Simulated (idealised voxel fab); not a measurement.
The process module that follows is named voxel capacitor over wiring.
Cross-section cut spans 200 nm and uses square cells 5 nm in size.
Format of a cross-section: grid, square cells. Given as bands. Order: top down. Band: one or more rows of cells.
Heads up on the band format: heights come first, top then bottom, in nm. After that it's the materials left to right, each with its width in nm. A single material flagged "edge to edge" fills the whole band edge to edge, and "blank" means there's empty space there.
Zero point of the height axis is 0; under it, received wafer = one material. Lowest band: continues down indefinitely, "top 0, no bottom".
So if you see something like "30 to 40" for the width, read it as the top row of the band sitting at the first number and the bottom row at the second, with every row in between moving by the same amount as the last.
Given "no modification" for a step, no cell of the cross-section differs between before and after that step.
Voids not open to the top, 8 cells minimum: see "Sealed void inventory". Written width x height at distance; distance is from the left edge; nm.
The remark found on a step's line after its settings is issued by the simulator itself and pertains to that step.
You can add "overlay nm" to a step's line. For a step with a mask, it describes how far the mask lay to the right of its planned position, and a negative number describes a lay to the left.
[Steps in the process plan]
1,RECEIVE | material Si
2,CONFORMAL_DEP | material SiO2 | thk nm 15
3,CONFORMAL_DEP | material SiCN | thk nm 5
4,DIRECTIONAL_DEP | material lowk | thk nm 20
5,PATTERN | tone open | mask id METAL_1 | material resist | width nm 15 | pitch nm 70 | thk nm 20 | overlay nm 0
6,DIRECTIONAL_ETCH | etch materials lowk | depth nm 20
7,DIRECTIONAL_ETCH | etch materials SiCN | depth nm 5
8,STRIP | etch materials resist
9,CONFORMAL_DEP | material TiN | thk nm 5
10,FILL_DEP | material Cu | thk nm 10
11,CMP | height nm 40
12,CONFORMAL_DEP | material SiCN | thk nm 5
13,DIRECTIONAL_DEP | material lowk | thk nm 10
14,PATTERN | tone open | mask id PLUG_1 | material resist | width nm 15 | thk nm 15 | overlay nm 0
15,DIRECTIONAL_ETCH | etch materials lowk | depth nm 10
16,DIRECTIONAL_ETCH | etch materials SiCN | depth nm 5
17,STRIP | etch materials resist
18,EPI | material Ru | thk nm 10
19,EPI | material Ru | thk nm 5
20,DIRECTIONAL_DEP | material TiN | thk nm 5
21,DIRECTIONAL_DEP | material SiN | thk nm 5
22,DIRECTIONAL_DEP | material TiN | thk nm 5
23,DIRECTIONAL_DEP | material aC | thk nm 10
24,PATTERN | tone cover | mask id UPPER_PLATE | material resist | width nm 55 | thk nm 30 | overlay nm 0
25,DIRECTIONAL_ETCH | etch materials aC | depth nm 10
26,STRIP | etch materials resist
27,DIRECTIONAL_ETCH | etch materials TiN | depth nm 5
28,DIRECTIONAL_ETCH | etch materials SiN | depth nm 5
29,STRIP | etch materials aC
30,MASKED_ETCH | tone cover | mask id LOWER_PLATE | width nm 65 | etch materials TiN | depth nm 5 | overlay nm 0
31,FILL_DEP | material SiO2 | thk nm 15
32,CMP | height nm 80
33,PATTERN | tone open | mask id PLUG_2 | material resist | width nm 15 | thk nm 20 | overlay nm 0
34,DIRECTIONAL_ETCH | etch materials SiO2 | depth nm 10
35,STRIP | etch materials resist
36,CONFORMAL_DEP | material TiN | thk nm 5
37,FILL_DEP | material Cu | thk nm 10
38,CMP | height nm 80
39,CONFORMAL_DEP | material SiN | thk nm 5
Wafer-to-wafer difference: width nm, step 5. Common start. Plan = first wafer's value.
[Cross-sectional view of the first of several wafers in the as-received condition, corresponding to the state following step 1]
    top 0, no bottom  Si edge to edge
    Sealed void inventory: none
[The table below has one row for each wafer; a row shows, as of the end of the module, how many cells of each material the wafer has gained, marked (+), or lost, marked (-), since it was received, and then the wafer's closed voids]
width nm 15, +9 Cu, +9 Ru, +71 SiCN, +51 SiN, +279 SiO2, +51 TiN, +210 lowk, Sealed void inventory: none
width nm 20, +17 Cu, +9 Ru, +69 SiCN, +51 SiN, +279 SiO2, +53 TiN, +202 lowk, Sealed void inventory: none
width nm 25, +25 Cu, +9 Ru, +67 SiCN, +51 SiN, +279 SiO2, +55 TiN, +194 lowk, Sealed void inventory: none
width nm 30, +33 Cu, +9 Ru, +65 SiCN, +51 SiN, +279 SiO2, +57 TiN, +186 lowk, Sealed void inventory: none
width nm 35, +41 Cu, +9 Ru, +63 SiCN, +51 SiN, +279 SiO2, +59 TiN, +178 lowk, Sealed void inventory: none
